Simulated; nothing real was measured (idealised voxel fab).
process module | voxel transistor to metal
cross-section cut | 185 nm wide | cells 5 nm
A cross-section is a grid of square cells, given in bands from the top down. A band is one or more rows of cells.
Each band's line starts with the height of the band's top and of its bottom, in nm. Then come its materials from left to right, each with its width in nm. One material with "throughout" fills the band from edge to edge. "air" is empty space.
Height 0 is the level under which the wafer as received is all one material. The lowest band goes on downwards, as in "0 down".
A width such as "30 to 40" changes by the same amount from each row of cells to the next, from the band's top row to its bottom row.
"no change" after a step means that no cell of the cross-section changed.
closed voids: empty space of 8 cells or more with no open way to the top, each as width x height at its distance from the left edge, in nm
after a step's settings: what the simulator itself notes on the step
overlay nm, on a step with a mask: how far to the right of its planned place the mask lay; to the left if negative
plan
1 op RECEIVE | material Si
2 op CONFORMAL_DEP | material SiO2 | thk nm 5
3 op CONFORMAL_DEP | material SiN | thk nm 10
4 op DIRECTIONAL_DEP | material aC | thk nm 15
5 op PATTERN | tone cover | mask id ACTIVE | material resist | width nm 100 | thk nm 30 | overlay nm 0
6 op DIRECTIONAL_ETCH | etch materials aC | depth nm 15
7 op STRIP | etch materials resist
8 op DIRECTIONAL_ETCH | etch materials SiN | depth nm 10
9 op DIRECTIONAL_ETCH | etch materials SiO2 | depth nm 5
10 op DIRECTIONAL_ETCH | etch materials Si | depth nm 30
11 op STRIP | etch materials aC
12 op FILL_DEP | material SiO2 | thk nm 15
13 op CMP | height nm 15
14 op SELECTIVE_ETCH | etch materials SiO2 | depth nm 10
15 op STRIP | etch materials SiN
16 op SELECTIVE_ETCH | etch materials SiO2 | depth nm 5
17 op OXIDIZE | depth nm 5
18 op DIRECTIONAL_DEP | material polySi | thk nm 25
19 op DIRECTIONAL_DEP | material SiCN | thk nm 10
20 op DIRECTIONAL_DEP | material aC | thk nm 15
21 op PATTERN | tone cover | mask id GATE | material resist | width nm 20 | thk nm 35 | overlay nm 0
22 op DIRECTIONAL_ETCH | etch materials aC | depth nm 15
23 op STRIP | etch materials resist
24 op DIRECTIONAL_ETCH | etch materials SiCN | depth nm 20
25 op DIRECTIONAL_ETCH | etch materials polySi | depth nm 35
26 op STRIP | etch materials aC
27 op CONFORMAL_DEP | material SiN | thk nm 10
28 op DIRECTIONAL_ETCH | etch materials SiN | depth nm 10
29 op DIRECTIONAL_ETCH | etch materials SiO2 | depth nm 5
30 op DIRECTIONAL_ETCH | etch materials Si | depth nm 10
31 op EPI | material SiGe | thk nm 15
32 op FILL_DEP | material SiO2 | thk nm 5
33 op CMP | height nm 35
34 op DIRECTIONAL_DEP | material SiO2 | thk nm 10
35 op PATTERN | tone open | mask id CONTACT | material resist | width nm 30 | pitch nm 60 | thk nm 15 | overlay nm 0
36 op DIRECTIONAL_ETCH | etch materials SiO2 | depth nm 45
37 op STRIP | etch materials resist
38 op CONFORMAL_DEP | material TiN | thk nm 5
39 op FILL_DEP | material W | thk nm 10
40 op CMP | height nm 45
41 op CONFORMAL_DEP | material SiN | thk nm 5
42 op DIRECTIONAL_DEP | material SiO2 | thk nm 20
43 op MASKED_ETCH | tone open | mask id METAL_1 | width nm 15 | pitch nm 75 | etch materials SiO2 | depth nm 20 | overlay nm 0
44 op MASKED_ETCH | tone open | mask id METAL_1 | width nm 15 | pitch nm 75 | etch materials SiN | depth nm 5 | overlay nm 0
45 op CONFORMAL_DEP | material TiN | thk nm 5
46 op FILL_DEP | material Cu | thk nm 10
47 op CMP | height nm 70
48 op CONFORMAL_DEP | material SiCN | thk nm 5
49 op DIRECTIONAL_DEP | material SiO2 | thk nm 25
50 op PATTERN | tone open | mask id METAL_2 | material resist | width nm 15 | pitch nm 75 | thk nm 15 | overlay nm 0
51 op DIRECTIONAL_ETCH | etch materials SiO2 | depth nm 15
52 op STRIP | etch materials resist
53 op DIRECTIONAL_DEP | material aC | thk nm 15
54 op PATTERN | tone open | mask id METAL_2_HOLES | material resist | width nm 15 | pitch nm 75 | thk nm 35 | overlay nm 0
55 op DIRECTIONAL_ETCH | etch materials aC | depth nm 15
56 op STRIP | etch materials resist
57 op DIRECTIONAL_ETCH | etch materials SiO2 | depth nm 10
58 op DIRECTIONAL_ETCH | etch materials SiCN | depth nm 5
59 op STRIP | etch materials aC
60 op CONFORMAL_DEP | material TiN | thk nm 5
61 op FILL_DEP | material Cu | thk nm 10
62 op CMP | height nm 100
63 op CONFORMAL_DEP | material SiN | thk nm 5
first wafer, as planned
as received, after step 1
  0 down: Si throughout
  closed voids: none
after step 2
  5 to 0: SiO2 throughout
  below 0: unchanged
after step 3
  15 to 5: SiN throughout
  below 5: unchanged
after step 4
  30 to 15: aC throughout
  below 15: unchanged
after step 5
  60 to 30: air 40 | resist 100 | air 45
  below 30: unchanged
after step 6
  45 to 30: air 40 | resist 100 | air 45
  30 to 15: air 40 | aC 100 | air 45
  below 15: unchanged
after step 7
  30 to 15: air 40 | aC 100 | air 45
  below 15: unchanged
after step 8
  30 to 15: air 40 | aC 100 | air 45
  15 to 5: air 40 | SiN 100 | air 45
  below 5: unchanged
after step 9
  30 to 15: air 40 | aC 100 | air 45
  15 to 5: air 40 | SiN 100 | air 45
  5 to 0: air 40 | SiO2 100 | air 45
  below 0: unchanged
after step 10
  30 to 15: air 40 | aC 100 | air 45
  15 to 5: air 40 | SiN 100 | air 45
  5 to 0: air 40 | SiO2 100 | air 45
  0 to -30: air 40 | Si 100 | air 45
  below -30: unchanged
after step 11
  15 to 5: air 40 | SiN 100 | air 45
  below 5: unchanged
after step 12
  30 to 15: SiO2 throughout
  15 to 5: SiO2 40 | SiN 100 | SiO2 45
  5 to 0: SiO2 throughout
  0 to -30: SiO2 40 | Si 100 | SiO2 45
  below -30: unchanged
after step 13
  15 to 5: SiO2 40 | SiN 100 | SiO2 45
  below 5: unchanged
after step 14
  15 to 5: air 40 | SiN 100 | air 45
  below 5: unchanged
after step 15
  5 to 0: SiO2 throughout
  below 0: unchanged
after step 16
  0 to -30: SiO2 40 | Si 100 | SiO2 45
  below -30: unchanged
after step 17
  0 to -5: SiO2 throughout
  below -5: unchanged
after step 18
  25 to 0: polySi throughout
  below 0: unchanged
after step 19
  35 to 25: SiCN throughout
  below 25: unchanged
after step 20
  50 to 35: aC throughout
  below 35: unchanged
after step 21
  85 to 50: air 80 | resist 20 | air 85
  below 50: unchanged
after step 22
  70 to 50: air 80 | resist 20 | air 85
  50 to 35: air 80 | aC 20 | air 85
  below 35: unchanged
after step 23
  50 to 35: air 80 | aC 20 | air 85
  below 35: unchanged
after step 24
  50 to 35: air 80 | aC 20 | air 85
  35 to 25: air 80 | SiCN 20 | air 85
  below 25: unchanged
after step 25
  50 to 35: air 80 | aC 20 | air 85
  35 to 25: air 80 | SiCN 20 | air 85
  25 to 0: air 80 | polySi 20 | air 85
  below 0: unchanged
after step 26
  35 to 25: air 80 | SiCN 20 | air 85
  below 25: unchanged
after step 27
  45 to 35: air 70 | SiN 40 | air 75
  35 to 25: air 70 | SiN 10 | SiCN 20 | SiN 10 | air 75
  25 to 10: air 70 | SiN 10 | polySi 20 | SiN 10 | air 75
  10 to 0: SiN 80 | polySi 20 | SiN 85
  below 0: unchanged
after step 28
  35 to 25: air 70 | SiN 10 | SiCN 20 | SiN 10 | air 75
  25 to 0: air 70 | SiN 10 | polySi 20 | SiN 10 | air 75
  below 0: unchanged
after step 29
  35 to 25: air 70 | SiN 10 | SiCN 20 | SiN 10 | air 75
  25 to 0: air 70 | SiN 10 | polySi 20 | SiN 10 | air 75
  0 to -5: air 70 | SiO2 40 | air 75
  below -5: unchanged
after step 30
  35 to 25: air 70 | SiN 10 | SiCN 20 | SiN 10 | air 75
  25 to 0: air 70 | SiN 10 | polySi 20 | SiN 10 | air 75
  0 to -5: air 70 | SiO2 40 | air 75
  -5 to -15: SiO2 40 | air 30 | Si 40 | air 30 | SiO2 45
  below -15: unchanged
after step 31
  35 to 25: air 70 | SiN 10 | SiCN 20 | SiN 10 | air 75
  25 to 10: air 70 | SiN 10 | polySi 20 | SiN 10 | air 75
  10 to 0: air 55 | SiGe 15 | SiN 10 | polySi 20 | SiN 10 | SiGe 15 | air 60
  0 to -5: air 35 | SiGe 35 | SiO2 40 | SiGe 35 | air 40
  -5 to -15: SiO2 40 | SiGe 30 | Si 40 | SiGe 30 | SiO2 45
  below -15: unchanged
after step 32
  40 to 35: SiO2 throughout
  35 to 25: SiO2 70 | SiN 10 | SiCN 20 | SiN 10 | SiO2 75
  25 to 10: SiO2 70 | SiN 10 | polySi 20 | SiN 10 | SiO2 75
  10 to 0: SiO2 55 | SiGe 15 | SiN 10 | polySi 20 | SiN 10 | SiGe 15 | SiO2 60
  0 to -5: SiO2 35 | SiGe 35 | SiO2 40 | SiGe 35 | SiO2 40
  below -5: unchanged
after step 33
  35 to 25: SiO2 70 | SiN 10 | SiCN 20 | SiN 10 | SiO2 75
  below 25: unchanged
after step 34
  45 to 35: SiO2 throughout
  below 35: unchanged
after step 35
  60 to 45: resist 45 | air 30 | resist 30 | air 30 | resist 50
  below 45: unchanged
after step 36
  60 to 45: resist 45 | air 30 | resist 30 | air 30 | resist 50
  45 to 35: SiO2 45 | air 30 | SiO2 30 | air 30 | SiO2 50
  35 to 25: SiO2 45 | air 25 | SiN 10 | SiCN 20 | SiN 10 | air 25 | SiO2 50
  25 to 10: SiO2 45 | air 25 | SiN 10 | polySi 20 | SiN 10 | air 25 | SiO2 50
  10 to 0: SiO2 45 | air 10 | SiGe 15 | SiN 10 | polySi 20 | SiN 10 | SiGe 15 | air 10 | SiO2 50
  below 0: unchanged
after step 37
  45 to 35: SiO2 45 | air 30 | SiO2 30 | air 30 | SiO2 50
  below 35: unchanged
after step 38
  50 to 45: TiN 50 | air 20 | TiN 40 | air 20 | TiN 55
  45 to 35: SiO2 45 | TiN 5 | air 20 to 15 | TiN 5 to 10 | SiO2 30 | TiN 5 to 10 | air 20 to 15 | TiN 5 | SiO2 50
  35 to 25: SiO2 45 | TiN 5 | air 15 | TiN 5 | SiN 10 | SiCN 20 | SiN 10 | TiN 5 | air 15 | TiN 5 | SiO2 50
  25 to 15: SiO2 45 | TiN 5 | air 15 | TiN 5 | SiN 10 | polySi 20 | SiN 10 | TiN 5 | air 15 | TiN 5 | SiO2 50
  15 to 10: SiO2 45 | TiN 25 | SiN 10 | polySi 20 | SiN 10 | TiN 25 | SiO2 50
  10 to 0: SiO2 45 | TiN 10 | SiGe 15 | SiN 10 | polySi 20 | SiN 10 | SiGe 15 | TiN 10 | SiO2 50
  below 0: unchanged
after step 39
  60 to 50: W throughout
  50 to 45: TiN 50 | W 20 | TiN 40 | W 20 | TiN 55
  45 to 35: SiO2 45 | TiN 5 | W 20 to 15 | TiN 5 to 10 | SiO2 30 | TiN 5 to 10 | W 20 to 15 | TiN 5 | SiO2 50
  35 to 25: SiO2 45 | TiN 5 | W 15 | TiN 5 | SiN 10 | SiCN 20 | SiN 10 | TiN 5 | W 15 | TiN 5 | SiO2 50
  25 to 15: SiO2 45 | TiN 5 | W 15 | TiN 5 | SiN 10 | polySi 20 | SiN 10 | TiN 5 | W 15 | TiN 5 | SiO2 50
  below 15: unchanged
after step 40
  45 to 35: SiO2 45 | TiN 5 | W 20 to 15 | TiN 5 to 10 | SiO2 30 | TiN 5 to 10 | W 20 to 15 | TiN 5 | SiO2 50
  below 35: unchanged
after step 41
  50 to 45: SiN throughout
  below 45: unchanged
after step 42
  70 to 50: SiO2 throughout
  below 50: unchanged
after step 43
  70 to 50: SiO2 45 | air 15 | SiO2 60 | air 15 | SiO2 50
  below 50: unchanged
after step 44
  70 to 50: SiO2 45 | air 15 | SiO2 60 | air 15 | SiO2 50
  50 to 45: SiN 45 | air 15 | SiN 60 | air 15 | SiN 50
  below 45: unchanged
after step 45
  75 to 70: TiN 50 | air 5 | TiN 70 | air 5 | TiN 55
  70 to 50: SiO2 45 | TiN 5 | air 5 | TiN 5 | SiO2 60 | TiN 5 | air 5 | TiN 5 | SiO2 50
  50 to 45: SiN 45 | TiN 15 | SiN 60 | TiN 15 | SiN 50
  below 45: unchanged
after step 46
  85 to 75: Cu throughout
  75 to 70: TiN 50 | Cu 5 | TiN 70 | Cu 5 | TiN 55
  70 to 50: SiO2 45 | TiN 5 | Cu 5 | TiN 5 | SiO2 60 | TiN 5 | Cu 5 | TiN 5 | SiO2 50
  below 50: unchanged
after step 47
  70 to 50: SiO2 45 | TiN 5 | Cu 5 | TiN 5 | SiO2 60 | TiN 5 | Cu 5 | TiN 5 | SiO2 50
  below 50: unchanged
after step 48
  75 to 70: SiCN throughout
  below 70: unchanged
after step 49
  100 to 75: SiO2 throughout
  below 75: unchanged
after step 50
  115 to 100: resist 45 | air 15 | resist 60 | air 15 | resist 50
  below 100: unchanged
after step 51
  115 to 100: resist 45 | air 15 | resist 60 | air 15 | resist 50
  100 to 85: SiO2 45 | air 15 | SiO2 60 | air 15 | SiO2 50
  below 85: unchanged
after step 52
  100 to 85: SiO2 45 | air 15 | SiO2 60 | air 15 | SiO2 50
  below 85: unchanged
after step 53
  115 to 100: aC 45 | air 15 | aC 60 | air 15 | aC 50
  100 to 85: SiO2 45 | aC 15 | SiO2 60 | aC 15 | SiO2 50
  below 85: unchanged
after step 54
  150 to 115: resist 45 | air 15 | resist 60 | air 15 | resist 50
  below 115: unchanged
after step 55
  135 to 115: resist 45 | air 15 | resist 60 | air 15 | resist 50
  115 to 100: aC 45 | air 15 | aC 60 | air 15 | aC 50
  100 to 85: SiO2 45 | air 15 | SiO2 60 | air 15 | SiO2 50
  below 85: unchanged
after step 56
  115 to 100: aC 45 | air 15 | aC 60 | air 15 | aC 50
  below 100: unchanged
after step 57
  115 to 100: aC 45 | air 15 | aC 60 | air 15 | aC 50
  100 to 75: SiO2 45 | air 15 | SiO2 60 | air 15 | SiO2 50
  below 75: unchanged
after step 58
  115 to 100: aC 45 | air 15 | aC 60 | air 15 | aC 50
  100 to 75: SiO2 45 | air 15 | SiO2 60 | air 15 | SiO2 50
  75 to 70: SiCN 45 | air 15 | SiCN 60 | air 15 | SiCN 50
  below 70: unchanged
after step 59
  100 to 75: SiO2 45 | air 15 | SiO2 60 | air 15 | SiO2 50
  below 75: unchanged
after step 60
  105 to 100: TiN 50 | air 5 | TiN 70 | air 5 | TiN 55
  100 to 75: SiO2 45 | TiN 5 | air 5 | TiN 5 | SiO2 60 | TiN 5 | air 5 | TiN 5 | SiO2 50
  75 to 70: SiCN 45 | TiN 15 | SiCN 60 | TiN 15 | SiCN 50
  below 70: unchanged
after step 61
  115 to 105: Cu throughout
  105 to 100: TiN 50 | Cu 5 | TiN 70 | Cu 5 | TiN 55
  100 to 75: SiO2 45 | TiN 5 | Cu 5 | TiN 5 | SiO2 60 | TiN 5 | Cu 5 | TiN 5 | SiO2 50
  below 75: unchanged
after step 62
  100 to 75: SiO2 45 | TiN 5 | Cu 5 | TiN 5 | SiO2 60 | TiN 5 | Cu 5 | TiN 5 | SiO2 50
  below 75: unchanged
after step 63
  105 to 100: SiN throughout
  below 100: unchanged
second wafer: like start, like plan, one mistake. Through step 9 it matches the first wafer
when step 10 should have ended
  30 to 15: air 40 | aC 100 | air 45
  15 to 5: air 40 | SiN 100 | air 45
  5 to 0: air 40 | SiO2 100 | air 45
  0 to -60: air 40 | Si 100 | air 45
  below -60: unchanged
when step 11 should have ended
  15 to 5: air 40 | SiN 100 | air 45
  below 5: unchanged
when step 12 should have ended
  30 to 15: SiO2 throughout
  15 to 5: SiO2 40 | SiN 100 | SiO2 45
  5 to 0: SiO2 throughout
  0 to -60: SiO2 40 | Si 100 | SiO2 45
  below -60: unchanged
when step 13 should have ended
  15 to 5: SiO2 40 | SiN 100 | SiO2 45
  below 5: unchanged
when step 14 should have ended
  15 to 5: air 40 | SiN 100 | air 45
  below 5: unchanged
when step 15 should have ended
  5 to 0: SiO2 throughout
  below 0: unchanged
when step 16 should have ended
  0 to -60: SiO2 40 | Si 100 | SiO2 45
  below -60: unchanged
when step 17 should have ended
  0 to -5: SiO2 throughout
  below -5: unchanged
when step 18 should have ended
  25 to 0: polySi throughout
  below 0: unchanged
when step 19 should have ended
  35 to 25: SiCN throughout
  below 25: unchanged
when step 20 should have ended
  50 to 35: aC throughout
  below 35: unchanged
when step 21 should have ended
  85 to 50: air 80 | resist 20 | air 85
  below 50: unchanged
when step 22 should have ended
  70 to 50: air 80 | resist 20 | air 85
  50 to 35: air 80 | aC 20 | air 85
  below 35: unchanged
when step 23 should have ended
  50 to 35: air 80 | aC 20 | air 85
  below 35: unchanged
when step 24 should have ended
  50 to 35: air 80 | aC 20 | air 85
  35 to 25: air 80 | SiCN 20 | air 85
  below 25: unchanged
when step 25 should have ended
  50 to 35: air 80 | aC 20 | air 85
  35 to 25: air 80 | SiCN 20 | air 85
  25 to 0: air 80 | polySi 20 | air 85
  below 0: unchanged
when step 26 should have ended
  35 to 25: air 80 | SiCN 20 | air 85
  below 25: unchanged
when step 27 should have ended
  45 to 35: air 70 | SiN 40 | air 75
  35 to 25: air 70 | SiN 10 | SiCN 20 | SiN 10 | air 75
  25 to 10: air 70 | SiN 10 | polySi 20 | SiN 10 | air 75
  10 to 0: SiN 80 | polySi 20 | SiN 85
  below 0: unchanged
when step 28 should have ended
  35 to 25: air 70 | SiN 10 | SiCN 20 | SiN 10 | air 75
  25 to 0: air 70 | SiN 10 | polySi 20 | SiN 10 | air 75
  below 0: unchanged
when step 29 should have ended
  35 to 25: air 70 | SiN 10 | SiCN 20 | SiN 10 | air 75
  25 to 0: air 70 | SiN 10 | polySi 20 | SiN 10 | air 75
  0 to -5: air 70 | SiO2 40 | air 75
  below -5: unchanged
when step 30 should have ended
  35 to 25: air 70 | SiN 10 | SiCN 20 | SiN 10 | air 75
  25 to 0: air 70 | SiN 10 | polySi 20 | SiN 10 | air 75
  0 to -5: air 70 | SiO2 40 | air 75
  -5 to -15: SiO2 40 | air 30 | Si 40 | air 30 | SiO2 45
  below -15: unchanged
when step 31 should have ended
  35 to 25: air 70 | SiN 10 | SiCN 20 | SiN 10 | air 75
  25 to 10: air 70 | SiN 10 | polySi 20 | SiN 10 | air 75
  10 to 0: air 55 | SiGe 15 | SiN 10 | polySi 20 | SiN 10 | SiGe 15 | air 60
  0 to -5: air 35 | SiGe 35 | SiO2 40 | SiGe 35 | air 40
  -5 to -15: SiO2 40 | SiGe 30 | Si 40 | SiGe 30 | SiO2 45
  below -15: unchanged
when step 32 should have ended
  40 to 35: SiO2 throughout
  35 to 25: SiO2 70 | SiN 10 | SiCN 20 | SiN 10 | SiO2 75
  25 to 10: SiO2 70 | SiN 10 | polySi 20 | SiN 10 | SiO2 75
  10 to 0: SiO2 55 | SiGe 15 | SiN 10 | polySi 20 | SiN 10 | SiGe 15 | SiO2 60
  0 to -5: SiO2 35 | SiGe 35 | SiO2 40 | SiGe 35 | SiO2 40
  below -5: unchanged
when step 33 should have ended
  35 to 25: SiO2 70 | SiN 10 | SiCN 20 | SiN 10 | SiO2 75
  below 25: unchanged
when step 34 should have ended
  45 to 35: SiO2 throughout
  below 35: unchanged
when step 35 should have ended
  60 to 45: resist 45 | air 30 | resist 30 | air 30 | resist 50
  below 45: unchanged
when step 36 should have ended
  60 to 45: resist 45 | air 30 | resist 30 | air 30 | resist 50
  45 to 35: SiO2 45 | air 30 | SiO2 30 | air 30 | SiO2 50
  35 to 25: SiO2 45 | air 25 | SiN 10 | SiCN 20 | SiN 10 | air 25 | SiO2 50
  25 to 10: SiO2 45 | air 25 | SiN 10 | polySi 20 | SiN 10 | air 25 | SiO2 50
  10 to 0: SiO2 45 | air 10 | SiGe 15 | SiN 10 | polySi 20 | SiN 10 | SiGe 15 | air 10 | SiO2 50
  below 0: unchanged
when step 37 should have ended
  45 to 35: SiO2 45 | air 30 | SiO2 30 | air 30 | SiO2 50
  below 35: unchanged
when step 38 should have ended
  50 to 45: TiN 50 | air 20 | TiN 40 | air 20 | TiN 55
  45 to 35: SiO2 45 | TiN 5 | air 20 to 15 | TiN 5 to 10 | SiO2 30 | TiN 5 to 10 | air 20 to 15 | TiN 5 | SiO2 50
  35 to 25: SiO2 45 | TiN 5 | air 15 | TiN 5 | SiN 10 | SiCN 20 | SiN 10 | TiN 5 | air 15 | TiN 5 | SiO2 50
  25 to 15: SiO2 45 | TiN 5 | air 15 | TiN 5 | SiN 10 | polySi 20 | SiN 10 | TiN 5 | air 15 | TiN 5 | SiO2 50
  15 to 10: SiO2 45 | TiN 25 | SiN 10 | polySi 20 | SiN 10 | TiN 25 | SiO2 50
  10 to 0: SiO2 45 | TiN 10 | SiGe 15 | SiN 10 | polySi 20 | SiN 10 | SiGe 15 | TiN 10 | SiO2 50
  below 0: unchanged
when step 39 should have ended
  60 to 50: W throughout
  50 to 45: TiN 50 | W 20 | TiN 40 | W 20 | TiN 55
  45 to 35: SiO2 45 | TiN 5 | W 20 to 15 | TiN 5 to 10 | SiO2 30 | TiN 5 to 10 | W 20 to 15 | TiN 5 | SiO2 50
  35 to 25: SiO2 45 | TiN 5 | W 15 | TiN 5 | SiN 10 | SiCN 20 | SiN 10 | TiN 5 | W 15 | TiN 5 | SiO2 50
  25 to 15: SiO2 45 | TiN 5 | W 15 | TiN 5 | SiN 10 | polySi 20 | SiN 10 | TiN 5 | W 15 | TiN 5 | SiO2 50
  below 15: unchanged
when step 40 should have ended
  45 to 35: SiO2 45 | TiN 5 | W 20 to 15 | TiN 5 to 10 | SiO2 30 | TiN 5 to 10 | W 20 to 15 | TiN 5 | SiO2 50
  below 35: unchanged
when step 41 should have ended
  50 to 45: SiN throughout
  below 45: unchanged
when step 42 should have ended
  70 to 50: SiO2 throughout
  below 50: unchanged
when step 43 should have ended
  70 to 50: SiO2 45 | air 15 | SiO2 60 | air 15 | SiO2 50
  below 50: unchanged
when step 44 should have ended
  70 to 50: SiO2 45 | air 15 | SiO2 60 | air 15 | SiO2 50
  50 to 45: SiN 45 | air 15 | SiN 60 | air 15 | SiN 50
  below 45: unchanged
when step 45 should have ended
  75 to 70: TiN 50 | air 5 | TiN 70 | air 5 | TiN 55
  70 to 50: SiO2 45 | TiN 5 | air 5 | TiN 5 | SiO2 60 | TiN 5 | air 5 | TiN 5 | SiO2 50
  50 to 45: SiN 45 | TiN 15 | SiN 60 | TiN 15 | SiN 50
  below 45: unchanged
when step 46 should have ended
  85 to 75: Cu throughout
  75 to 70: TiN 50 | Cu 5 | TiN 70 | Cu 5 | TiN 55
  70 to 50: SiO2 45 | TiN 5 | Cu 5 | TiN 5 | SiO2 60 | TiN 5 | Cu 5 | TiN 5 | SiO2 50
  below 50: unchanged
when step 47 should have ended
  70 to 50: SiO2 45 | TiN 5 | Cu 5 | TiN 5 | SiO2 60 | TiN 5 | Cu 5 | TiN 5 | SiO2 50
  below 50: unchanged
when step 48 should have ended
  75 to 70: SiCN throughout
  below 70: unchanged
when step 49 should have ended
  100 to 75: SiO2 throughout
  below 75: unchanged
when step 50 should have ended
  115 to 100: resist 45 | air 15 | resist 60 | air 15 | resist 50
  below 100: unchanged
when step 51 should have ended
  115 to 100: resist 45 | air 15 | resist 60 | air 15 | resist 50
  100 to 85: SiO2 45 | air 15 | SiO2 60 | air 15 | SiO2 50
  below 85: unchanged
when step 52 should have ended
  100 to 85: SiO2 45 | air 15 | SiO2 60 | air 15 | SiO2 50
  below 85: unchanged
when step 53 should have ended
  115 to 100: aC 45 | air 15 | aC 60 | air 15 | aC 50
  100 to 85: SiO2 45 | aC 15 | SiO2 60 | aC 15 | SiO2 50
  below 85: unchanged
when step 54 should have ended
  150 to 115: resist 45 | air 15 | resist 60 | air 15 | resist 50
  below 115: unchanged
when step 55 should have ended
  135 to 115: resist 45 | air 15 | resist 60 | air 15 | resist 50
  115 to 100: aC 45 | air 15 | aC 60 | air 15 | aC 50
  100 to 85: SiO2 45 | air 15 | SiO2 60 | air 15 | SiO2 50
  below 85: unchanged
when step 56 should have ended
  115 to 100: aC 45 | air 15 | aC 60 | air 15 | aC 50
  below 100: unchanged
when step 57 should have ended
  115 to 100: aC 45 | air 15 | aC 60 | air 15 | aC 50
  100 to 75: SiO2 45 | air 15 | SiO2 60 | air 15 | SiO2 50
  below 75: unchanged
when step 58 should have ended
  115 to 100: aC 45 | air 15 | aC 60 | air 15 | aC 50
  100 to 75: SiO2 45 | air 15 | SiO2 60 | air 15 | SiO2 50
  75 to 70: SiCN 45 | air 15 | SiCN 60 | air 15 | SiCN 50
  below 70: unchanged
when step 59 should have ended
  100 to 75: SiO2 45 | air 15 | SiO2 60 | air 15 | SiO2 50
  below 75: unchanged
when step 60 should have ended
  105 to 100: TiN 50 | air 5 | TiN 70 | air 5 | TiN 55
  100 to 75: SiO2 45 | TiN 5 | air 5 | TiN 5 | SiO2 60 | TiN 5 | air 5 | TiN 5 | SiO2 50
  75 to 70: SiCN 45 | TiN 15 | SiCN 60 | TiN 15 | SiCN 50
  below 70: unchanged
when step 61 should have ended
  115 to 105: Cu throughout
  105 to 100: TiN 50 | Cu 5 | TiN 70 | Cu 5 | TiN 55
  100 to 75: SiO2 45 | TiN 5 | Cu 5 | TiN 5 | SiO2 60 | TiN 5 | Cu 5 | TiN 5 | SiO2 50
  below 75: unchanged
when step 62 should have ended
  100 to 75: SiO2 45 | TiN 5 | Cu 5 | TiN 5 | SiO2 60 | TiN 5 | Cu 5 | TiN 5 | SiO2 50
  below 75: unchanged
when step 63 should have ended
  105 to 100: SiN throughout
  below 100: unchanged
what went wrong: step 10 was run twice
at the end the second wafer has, in cells: 102 fewer of Si | 102 more of SiO2
